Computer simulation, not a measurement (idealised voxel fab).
The process module that follows is named voxel self aligned vias.
It is cross-section cut that appears here, measuring 175 nm in width, its square cells being 5 nm in size.
Bands, listed from the top down, are how a cross-section gets written in this document; the cross-section itself is a grid of square cells, and a band is one or more rows of them. A band entry consists of two parts. The first gives the height of the band's top and the height of its bottom, in nm. The rest lists the band's materials from left to right, each with its width in nm. A single material labelled with the word "full width" fills the band from edge to edge, and the word "air" marks empty space. All heights in this document are referenced to 0, defined as the level beneath which the wafer, as received, consists entirely of one material. The lowest band is not bounded below; it extends indefinitely downward and is written in the form "0..down". Think of "30->40" as a width that walks from the first number to the second as you go down the band, top row to bottom row, taking equal-sized steps from row to row. You'll sometimes find "nothing was modified" written for a step, and that's the way of saying that nowhere in the cross-section did a cell change during that step. Entry "Unvented cavities" = empty spaces >= 8 cells with no open way to the top; each as width x height at distance, distance from left edge, all nm. What comes after the settings on a step's line is commentary from the simulator itself on that step. Regarding "overlay nm": on a step with a mask, it is the distance the mask lay to the right of its planned place; a negative value places it to the left.

Listed below are the process steps as planned
1: op RECEIVE | material Si
2: op CONFORMAL_DEP | material SiO2 | thk nm 10
3: op CONFORMAL_DEP | material SiCN | thk nm 5
4: op DIRECTIONAL_DEP | material SiO2 | thk nm 25
5: op MASKED_ETCH | tone open | mask id LINES | width nm 25 | pitch nm 55 | etch materials SiO2 | depth nm 25 | overlay nm 0
6: op CONFORMAL_DEP | material TiN | thk nm 5
7: op FILL_DEP | material W | thk nm 5
8: op CMP | height nm 40
9: op SELECTIVE_ETCH | etch materials W Ru TiN | depth nm 5
10: op FILL_DEP | material SiN | thk nm 5
11: op CMP | height nm 40
12: op DIRECTIONAL_DEP | material SiO2 | thk nm 15
13: op DIRECTIONAL_DEP | material aC | thk nm 10
14: op PATTERN | tone open | mask id VIAS | material resist | width nm 35 | pitch nm 55 | thk nm 25 | overlay nm 0
15: op DIRECTIONAL_ETCH | etch materials aC | depth nm 10
16: op STRIP | etch materials resist
17: op DIRECTIONAL_ETCH | etch materials SiO2 | depth nm 15
18: op DIRECTIONAL_ETCH | etch materials SiN | depth nm 5
19: op STRIP | etch materials aC
20: op CONFORMAL_DEP | material TiN | thk nm 5
21: op FILL_DEP | material Ru | thk nm 5
22: op CMP | height nm 55
23: op CONFORMAL_DEP | material SiN | thk nm 5

Account of the first of two wafers, which was processed as intended

Step 1 complete: cross-section of the wafer as received
    0..down = Si full width
    Unvented cavities: none

Cross-section of the wafer after step 2
    10..0 = SiO2 full width
    No changes below 0.

Cross-section of the wafer after step 3
    15..10 = SiCN full width
    No changes below 10.

Cross-section of the wafer after step 4
    40..15 = SiO2 full width
    No changes below 15.

Cross-section of the wafer after step 5
    40..15 = SiO2: 45 / air: 25 / SiO2: 30 / air: 25 / SiO2: 50
    No changes below 15.

Cross-section of the wafer after step 6
    45..40 = TiN: 50 / air: 15 / TiN: 40 / air: 15 / TiN: 55
    40..20 = SiO2: 45 / TiN: 5 / air: 15 / TiN: 5 / SiO2: 30 / TiN: 5 / air: 15 / TiN: 5 / SiO2: 50
    20..15 = SiO2: 45 / TiN: 25 / SiO2: 30 / TiN: 25 / SiO2: 50
    No changes below 15.

Cross-section of the wafer after step 7
    50..45 = W full width
    45..40 = TiN: 50 / W: 15 / TiN: 40 / W: 15 / TiN: 55
    40..20 = SiO2: 45 / TiN: 5 / W: 15 / TiN: 5 / SiO2: 30 / TiN: 5 / W: 15 / TiN: 5 / SiO2: 50
    No changes below 20.

Cross-section of the wafer after step 8
    40..20 = SiO2: 45 / TiN: 5 / W: 15 / TiN: 5 / SiO2: 30 / TiN: 5 / W: 15 / TiN: 5 / SiO2: 50
    No changes below 20.

Cross-section of the wafer after step 9
    40..35 = SiO2: 45 / air: 25 / SiO2: 30 / air: 25 / SiO2: 50
    No changes below 35.

Cross-section of the wafer after step 10
    45..40 = SiN full width
    40..35 = SiO2: 45 / SiN: 25 / SiO2: 30 / SiN: 25 / SiO2: 50
    No changes below 35.

Cross-section of the wafer after step 11
    40..35 = SiO2: 45 / SiN: 25 / SiO2: 30 / SiN: 25 / SiO2: 50
    No changes below 35.

Cross-section of the wafer after step 12
    55..40 = SiO2 full width
    No changes below 40.

Cross-section of the wafer after step 13
    65..55 = aC full width
    No changes below 55.

Cross-section of the wafer after step 14
    90..65 = resist: 40 / air: 35 / resist: 20 / air: 35 / resist: 45
    No changes below 65.

Cross-section of the wafer after step 15
    80..65 = resist: 40 / air: 35 / resist: 20 / air: 35 / resist: 45
    65..55 = aC: 40 / air: 35 / aC: 20 / air: 35 / aC: 45
    No changes below 55.

Cross-section of the wafer after step 16
    65..55 = aC: 40 / air: 35 / aC: 20 / air: 35 / aC: 45
    No changes below 55.

Cross-section of the wafer after step 17
    65..55 = aC: 40 / air: 35 / aC: 20 / air: 35 / aC: 45
    55..40 = SiO2: 40 / air: 35 / SiO2: 20 / air: 35 / SiO2: 45
    No changes below 40.

Cross-section of the wafer after step 18
    65..55 = aC: 40 / air: 35 / aC: 20 / air: 35 / aC: 45
    55..40 = SiO2: 40 / air: 35 / SiO2: 20 / air: 35 / SiO2: 45
    40..35 = SiO2: 45 / air: 25 / SiO2: 30 / air: 25 / SiO2: 50
    No changes below 35.

Cross-section of the wafer after step 19
    55..40 = SiO2: 40 / air: 35 / SiO2: 20 / air: 35 / SiO2: 45
    No changes below 40.

Cross-section of the wafer after step 20
    60..55 = TiN: 45 / air: 25 / TiN: 30 / air: 25 / TiN: 50
    55..45 = SiO2: 40 / TiN: 5 / air: 25 / TiN: 5 / SiO2: 20 / TiN: 5 / air: 25 / TiN: 5 / SiO2: 45
    45..40 = SiO2: 40 / TiN: 10 / air: 15 / TiN: 10 / SiO2: 20 / TiN: 10 / air: 15 / TiN: 10 / SiO2: 45
    40..35 = SiO2: 45 / TiN: 25 / SiO2: 30 / TiN: 25 / SiO2: 50
    No changes below 35.

Cross-section of the wafer after step 21
    65..60 = Ru full width
    60..55 = TiN: 45 / Ru: 25 / TiN: 30 / Ru: 25 / TiN: 50
    55..45 = SiO2: 40 / TiN: 5 / Ru: 25 / TiN: 5 / SiO2: 20 / TiN: 5 / Ru: 25 / TiN: 5 / SiO2: 45
    45..40 = SiO2: 40 / TiN: 10 / Ru: 15 / TiN: 10 / SiO2: 20 / TiN: 10 / Ru: 15 / TiN: 10 / SiO2: 45
    No changes below 40.

Cross-section of the wafer after step 22
    55..45 = SiO2: 40 / TiN: 5 / Ru: 25 / TiN: 5 / SiO2: 20 / TiN: 5 / Ru: 25 / TiN: 5 / SiO2: 45
    No changes below 45.

Cross-section of the wafer after step 23
    60..55 = SiN full width
    No changes below 55.

Second of two: same start, same plan, one run error; steps up to and including 4 match the first

Second wafer: cross-section at the scheduled end of step 5
    40..15 = air: 45 / SiO2: 25 / air: 30 / SiO2: 25 / air: 50
    No changes below 15.

Second wafer: cross-section at the scheduled end of step 6
    45..40 = air: 40 / TiN: 35 / air: 20 / TiN: 35 / air: 45
    40..20 = air: 40 / TiN: 5 / SiO2: 25 / TiN: 5 / air: 20 / TiN: 5 / SiO2: 25 / TiN: 5 / air: 45
    20..15 = TiN: 45 / SiO2: 25 / TiN: 30 / SiO2: 25 / TiN: 50
    No changes below 15.

Second wafer: cross-section at the scheduled end of step 7
    50..45 = W full width
    45..40 = W: 40 / TiN: 35 / W: 20 / TiN: 35 / W: 45
    40..20 = W: 40 / TiN: 5 / SiO2: 25 / TiN: 5 / W: 20 / TiN: 5 / SiO2: 25 / TiN: 5 / W: 45
    No changes below 20.

Second wafer: cross-section at the scheduled end of step 8
    40..20 = W: 40 / TiN: 5 / SiO2: 25 / TiN: 5 / W: 20 / TiN: 5 / SiO2: 25 / TiN: 5 / W: 45
    No changes below 20.

Second wafer: cross-section at the scheduled end of step 9
    40..35 = air: 45 / SiO2: 25 / air: 30 / SiO2: 25 / air: 50
    No changes below 35.

Second wafer: cross-section at the scheduled end of step 10
    45..40 = SiN full width
    40..35 = SiN: 45 / SiO2: 25 / SiN: 30 / SiO2: 25 / SiN: 50
    No changes below 35.

Second wafer: cross-section at the scheduled end of step 11
    40..35 = SiN: 45 / SiO2: 25 / SiN: 30 / SiO2: 25 / SiN: 50
    No changes below 35.

Second wafer: cross-section at the scheduled end of step 12
    55..40 = SiO2 full width
    No changes below 40.

Second wafer: cross-section at the scheduled end of step 13
    65..55 = aC full width
    No changes below 55.

Second wafer: cross-section at the scheduled end of step 14
    90..65 = resist: 40 / air: 35 / resist: 20 / air: 35 / resist: 45
    No changes below 65.

Second wafer: cross-section at the scheduled end of step 15
    80..65 = resist: 40 / air: 35 / resist: 20 / air: 35 / resist: 45
    65..55 = aC: 40 / air: 35 / aC: 20 / air: 35 / aC: 45
    No changes below 55.

Second wafer: cross-section at the scheduled end of step 16
    65..55 = aC: 40 / air: 35 / aC: 20 / air: 35 / aC: 45
    No changes below 55.

Second wafer: cross-section at the scheduled end of step 17
    65..55 = aC: 40 / air: 35 / aC: 20 / air: 35 / aC: 45
    55..40 = SiO2: 40 / air: 35 / SiO2: 20 / air: 35 / SiO2: 45
    No changes below 40.

Second wafer: cross-section at the scheduled end of step 18
    65..55 = aC: 40 / air: 35 / aC: 20 / air: 35 / aC: 45
    55..40 = SiO2: 40 / air: 35 / SiO2: 20 / air: 35 / SiO2: 45
    40..35 = SiN: 40 / air: 5 / SiO2: 25 / air: 5 / SiN: 20 / air: 5 / SiO2: 25 / air: 5 / SiN: 45
    No changes below 35.

Second wafer: cross-section at the scheduled end of step 19
    55..40 = SiO2: 40 / air: 35 / SiO2: 20 / air: 35 / SiO2: 45
    No changes below 40.

Second wafer: cross-section at the scheduled end of step 20
    60..55 = TiN: 45 / air: 25 / TiN: 30 / air: 25 / TiN: 50
    55..45 = SiO2: 40 / TiN: 5 / air: 25 / TiN: 5 / SiO2: 20 / TiN: 5 / air: 25 / TiN: 5 / SiO2: 45
    45..40 = SiO2: 40 / TiN: 35 / SiO2: 20 / TiN: 35 / SiO2: 45
    40..35 = SiN: 40 / TiN: 5 / SiO2: 25 / TiN: 5 / SiN: 20 / TiN: 5 / SiO2: 25 / TiN: 5 / SiN: 45
    No changes below 35.

Second wafer: cross-section at the scheduled end of step 21
    65..60 = Ru full width
    60..55 = TiN: 45 / Ru: 25 / TiN: 30 / Ru: 25 / TiN: 50
    55..45 = SiO2: 40 / TiN: 5 / Ru: 25 / TiN: 5 / SiO2: 20 / TiN: 5 / Ru: 25 / TiN: 5 / SiO2: 45
    No changes below 45.

Second wafer: cross-section at the scheduled end of step 22
    55..45 = SiO2: 40 / TiN: 5 / Ru: 25 / TiN: 5 / SiO2: 20 / TiN: 5 / Ru: 25 / TiN: 5 / SiO2: 45
    No changes below 45.

Second wafer: cross-section at the scheduled end of step 23
    60..55 = SiN full width
    No changes below 55.
Deviation from plan: so step 5 ended up running with a different setting than we planned, it ran as op MASKED_ETCH | tone cover | mask id LINES | width nm 25 | pitch nm 55 | etch materials SiO2 | depth nm 25 | overlay nm 0
It is noted that, at the conclusion of processing, the second wafer exhibits a higher or lower cell count for certain materials relative to the first: Ru: 6 fewer, SiN: 21 more, SiO2: 75 fewer, TiN: 15 more, W: 45 more
